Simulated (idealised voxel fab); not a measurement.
This is a process module. Its name is voxel quadruple lines.
Pictured: cross-section cut, 170 nm wide, on a grid of 5 nm square cells.
We lay out every cross-section as a grid of square cells and spell it out in bands from the top down, where one band means one or more rows of cells.
Per band: top height and bottom height in nm, followed by the left-to-right materials and their widths in nm; "everywhere" marks a single material spanning edge to edge, "empty" marks empty space.
Ref level 0: as-received wafer is one material below here. Bottom band extends down with no lower bound ("0 down").
A width such as "30..40" changes by the same amount from each row of cells to the next, from the band's top row to its bottom row.
Take "left unchanged" at face value: in the step it is given for, the cross-section changed in none of its cells.
So "Unvented cavities" is basically the list of trapped voids: any empty space of 8 cells or more that can't reach the top through an opening. They're written width x height at distance, the distance being from the left edge, and it's all nm.
Note: text after step settings on the step line = simulator remark on that step.
For masked steps, "overlay nm" on the step line gives how far right of plan the mask actually lay; a minus sign means it lay to the left.

## Steps in the process plan
| 1 | RECEIVE (material Si) |
| 2 | CONFORMAL_DEP (material Al2O3; thk nm 5) |
| 3 | DIRECTIONAL_DEP (material W; thk nm 10) |
| 4 | DIRECTIONAL_DEP (material polySi; thk nm 15) |
| 5 | DIRECTIONAL_DEP (material aC; thk nm 25) |
| 6 | PATTERN (tone cover; mask id MANDREL; material resist; width nm 30; thk nm 35; overlay nm 0) |
| 7 | DIRECTIONAL_ETCH (etch materials aC; depth nm 25) |
| 8 | STRIP (etch materials resist) |
| 9 | CONFORMAL_DEP (material SiO2; thk nm 10) |
| 10 | DIRECTIONAL_ETCH (etch materials SiO2; depth nm 10) |
| 11 | STRIP (etch materials aC) |
| 12 | DIRECTIONAL_ETCH (etch materials polySi; depth nm 15) |
| 13 | STRIP (etch materials SiO2) |
| 14 | CONFORMAL_DEP (material SiCN; thk nm 10) |
| 15 | DIRECTIONAL_ETCH (etch materials SiCN; depth nm 10) |
| 16 | STRIP (etch materials polySi) |
| 17 | DIRECTIONAL_ETCH (etch materials W; depth nm 10) |
| 18 | STRIP (etch materials SiCN) |
| 19 | FILL_DEP (material lowk; thk nm 10) |
| 20 | CMP (height nm 15) |

## Wafer as received: cross-section following step 1
  0 down = Si everywhere
  Unvented cavities: none

## Figure: cross-sectional view of the wafer upon completion of the module, processed from the initial state and according to the plan depicted above, with one error introduced during execution
  15 to 5 = lowk=60, then W=10, then lowk=10, then W=10, then lowk=10, then W=10, then lowk=60
  5 to 0 = Al2O3 everywhere
  0 down = Si everywhere
  Unvented cavities: none
It is concluded that the wafer was processed incorrectly with respect to the plan, in that step 6 changed vs plan, executed as PATTERN (tone open; mask id MANDREL; material resist; width nm 30; thk nm 35; overlay nm 0)
